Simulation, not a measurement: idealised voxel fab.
process module | voxel air gaps
cross-section cut | 240 nm wide | cells 5 nm
A cross-section is a grid of square cells, given in bands from the top down. A band is one or more rows of cells.
Each band's line starts with the height of the band's top and of its bottom, in nm. Then come its materials from left to right, each with its width in nm. One material with "throughout" fills the band from edge to edge. "air" is empty space.
Height 0 is the level under which the wafer as received is all one material. The lowest band goes on downwards, as in "0 down".
A width such as "30 to 40" changes by the same amount from each row of cells to the next, from the band's top row to its bottom row.
"no change" after a step means that no cell of the cross-section changed.
closed voids: empty space of 8 cells or more with no open way to the top, each as width x height at its distance from the left edge, in nm
after a step's settings: what the simulator itself notes on the step
overlay nm, on a step with a mask: how far to the right of its planned place the mask lay; to the left if negative
plan
1 op RECEIVE | material Si
2 op CONFORMAL_DEP | material SiO2 | thk nm 15
3 op CONFORMAL_DEP | material SiCN | thk nm 5
4 op DIRECTIONAL_DEP | material SiO2 | thk nm 40
5 op DIRECTIONAL_DEP | material aC | thk nm 10
6 op PATTERN | tone open | mask id LINES | material resist | width nm 25 | pitch nm 50 | thk nm 30 | overlay nm 0
7 op DIRECTIONAL_ETCH | etch materials aC | depth nm 10
8 op STRIP | etch materials resist
9 op DIRECTIONAL_ETCH | etch materials SiO2 | depth nm 40
10 op STRIP | etch materials aC
11 op CONFORMAL_DEP | material TiN | thk nm 5
12 op FILL_DEP | material Ru | thk nm 5
13 op CMP | height nm 60
14 op EPI | material Ru | thk nm 10
15 op SELECTIVE_ETCH | etch materials SiO2 | depth nm 50
16 op CONFORMAL_DEP | material SiCN | thk nm 5
first wafer, as planned
as received, after step 1
  0 down: Si throughout
  closed voids: none
after step 2
  15 to 0: SiO2 throughout
  below 0: unchanged
after step 3
  20 to 15: SiCN throughout
  below 15: unchanged
after step 4
  60 to 20: SiO2 throughout
  below 20: unchanged
after step 5
  70 to 60: aC throughout
  below 60: unchanged
after step 6
  100 to 70: resist 55 | air 25 | resist 25 | air 25 | resist 25 | air 25 | resist 60
  below 70: unchanged
after step 7
  90 to 70: resist 55 | air 25 | resist 25 | air 25 | resist 25 | air 25 | resist 60
  70 to 60: aC 55 | air 25 | aC 25 | air 25 | aC 25 | air 25 | aC 60
  below 60: unchanged
after step 8
  70 to 60: aC 55 | air 25 | aC 25 | air 25 | aC 25 | air 25 | aC 60
  below 60: unchanged
after step 9
  70 to 60: aC 55 | air 25 | aC 25 | air 25 | aC 25 | air 25 | aC 60
  60 to 20: SiO2 55 | air 25 | SiO2 25 | air 25 | SiO2 25 | air 25 | SiO2 60
  below 20: unchanged
after step 10
  60 to 20: SiO2 55 | air 25 | SiO2 25 | air 25 | SiO2 25 | air 25 | SiO2 60
  below 20: unchanged
after step 11
  65 to 60: TiN 60 | air 15 | TiN 35 | air 15 | TiN 35 | air 15 | TiN 65
  60 to 25: SiO2 55 | TiN 5 | air 15 | TiN 5 | SiO2 25 | TiN 5 | air 15 | TiN 5 | SiO2 25 | TiN 5 | air 15 | TiN 5 | SiO2 60
  25 to 20: SiO2 55 | TiN 25 | SiO2 25 | TiN 25 | SiO2 25 | TiN 25 | SiO2 60
  below 20: unchanged
after step 12
  70 to 65: Ru throughout
  65 to 60: TiN 60 | Ru 15 | TiN 35 | Ru 15 | TiN 35 | Ru 15 | TiN 65
  60 to 25: SiO2 55 | TiN 5 | Ru 15 | TiN 5 | SiO2 25 | TiN 5 | Ru 15 | TiN 5 | SiO2 25 | TiN 5 | Ru 15 | TiN 5 | SiO2 60
  below 25: unchanged
after step 13
  60 to 25: SiO2 55 | TiN 5 | Ru 15 | TiN 5 | SiO2 25 | TiN 5 | Ru 15 | TiN 5 | SiO2 25 | TiN 5 | Ru 15 | TiN 5 | SiO2 60
  below 25: unchanged
after step 14
  70 to 60: air 45 | Ru 45 | air 5 | Ru 45 | air 5 | Ru 45 | air 50
  below 60: unchanged
after step 15
  70 to 60: air 45 | Ru 45 | air 5 | Ru 45 | air 5 | Ru 45 | air 50
  60 to 25: air 55 | TiN 5 | Ru 15 | TiN 5 | air 25 | TiN 5 | Ru 15 | TiN 5 | air 25 | TiN 5 | Ru 15 | TiN 5 | air 60
  25 to 20: air 55 | TiN 25 | air 25 | TiN 25 | air 25 | TiN 25 | air 60
  below 20: unchanged
after step 16
  75 to 70: air 40 | SiCN 155 | air 45
  70 to 60: air 40 | SiCN 5 | Ru 45 | SiCN 5 | Ru 45 | SiCN 5 | Ru 45 | SiCN 5 | air 45
  60 to 55: air 40 | SiCN 15 | TiN 5 | Ru 15 | TiN 5 | SiCN 25 | TiN 5 | Ru 15 | TiN 5 | SiCN 25 | TiN 5 | Ru 15 | TiN 5 | SiCN 15 | air 45
  55 to 25: air 50 | SiCN 5 | TiN 5 | Ru 15 | TiN 5 | SiCN 5 | air 15 | SiCN 5 | TiN 5 | Ru 15 | TiN 5 | SiCN 5 | air 15 | SiCN 5 | TiN 5 | Ru 15 | TiN 5 | SiCN 5 | air 55
  25 to 20: SiCN 55 | TiN 25 | SiCN 25 | TiN 25 | SiCN 25 | TiN 25 | SiCN 60
  below 20: unchanged
  closed voids: 15 x 30 at 85; 15 x 30 at 135
second wafer: like start, like plan, one mistake. Through step 5 it matches the first wafer
when step 6 should have ended
  100 to 70: resist 60 | air 15 | resist 35 | air 15 | resist 35 | air 15 | resist 65
  below 70: unchanged
when step 7 should have ended
  90 to 70: resist 60 | air 15 | resist 35 | air 15 | resist 35 | air 15 | resist 65
  70 to 60: aC 60 | air 15 | aC 35 | air 15 | aC 35 | air 15 | aC 65
  below 60: unchanged
when step 8 should have ended
  70 to 60: aC 60 | air 15 | aC 35 | air 15 | aC 35 | air 15 | aC 65
  below 60: unchanged
when step 9 should have ended
  70 to 60: aC 60 | air 15 | aC 35 | air 15 | aC 35 | air 15 | aC 65
  60 to 20: SiO2 60 | air 15 | SiO2 35 | air 15 | SiO2 35 | air 15 | SiO2 65
  below 20: unchanged
when step 10 should have ended
  60 to 20: SiO2 60 | air 15 | SiO2 35 | air 15 | SiO2 35 | air 15 | SiO2 65
  below 20: unchanged
when step 11 should have ended
  65 to 60: TiN 65 | air 5 | TiN 45 | air 5 | TiN 45 | air 5 | TiN 70
  60 to 25: SiO2 60 | TiN 5 | air 5 | TiN 5 | SiO2 35 | TiN 5 | air 5 | TiN 5 | SiO2 35 | TiN 5 | air 5 | TiN 5 | SiO2 65
  25 to 20: SiO2 60 | TiN 15 | SiO2 35 | TiN 15 | SiO2 35 | TiN 15 | SiO2 65
  below 20: unchanged
when step 12 should have ended
  70 to 65: Ru throughout
  65 to 60: TiN 65 | Ru 5 | TiN 45 | Ru 5 | TiN 45 | Ru 5 | TiN 70
  60 to 25: SiO2 60 | TiN 5 | Ru 5 | TiN 5 | SiO2 35 | TiN 5 | Ru 5 | TiN 5 | SiO2 35 | TiN 5 | Ru 5 | TiN 5 | SiO2 65
  below 25: unchanged
when step 13 should have ended
  60 to 25: SiO2 60 | TiN 5 | Ru 5 | TiN 5 | SiO2 35 | TiN 5 | Ru 5 | TiN 5 | SiO2 35 | TiN 5 | Ru 5 | TiN 5 | SiO2 65
  below 25: unchanged
when step 14 should have ended
  70 to 60: air 50 | Ru 35 | air 15 | Ru 35 | air 15 | Ru 35 | air 55
  below 60: unchanged
when step 15 should have ended
  70 to 60: air 50 | Ru 35 | air 15 | Ru 35 | air 15 | Ru 35 | air 55
  60 to 25: air 60 | TiN 5 | Ru 5 | TiN 5 | air 35 | TiN 5 | Ru 5 | TiN 5 | air 35 | TiN 5 | Ru 5 | TiN 5 | air 65
  25 to 20: air 60 | TiN 15 | air 35 | TiN 15 | air 35 | TiN 15 | air 65
  below 20: unchanged
when step 16 should have ended
  75 to 70: air 45 | SiCN 45 | air 5 | SiCN 45 | air 5 | SiCN 45 | air 50
  70 to 60: air 45 | SiCN 5 | Ru 35 | SiCN 5 | air 5 | SiCN 5 | Ru 35 | SiCN 5 | air 5 | SiCN 5 | Ru 35 | SiCN 5 | air 50
  60 to 55: air 45 | SiCN 15 | TiN 5 | Ru 5 | TiN 5 | SiCN 15 | air 5 | SiCN 15 | TiN 5 | Ru 5 | TiN 5 | SiCN 15 | air 5 | SiCN 15 | TiN 5 | Ru 5 | TiN 5 | SiCN 15 | air 50
  55 to 25: air 55 | SiCN 5 | TiN 5 | Ru 5 | TiN 5 | SiCN 5 | air 25 | SiCN 5 | TiN 5 | Ru 5 | TiN 5 | SiCN 5 | air 25 | SiCN 5 | TiN 5 | Ru 5 | TiN 5 | SiCN 5 | air 60
  25 to 20: SiCN 60 | TiN 15 | SiCN 35 | TiN 15 | SiCN 35 | TiN 15 | SiCN 65
  below 20: unchanged
what went wrong: step 6 ran as: op PATTERN | tone open | mask id LINES | material resist | width nm 15 | pitch nm 50 | thk nm 30 | overlay nm 0
at the end the second wafer has, in cells: 54 fewer of Ru | 8 more of SiCN | 6 fewer of TiN
closed voids at the end (first wafer, second wafer): 2, 0
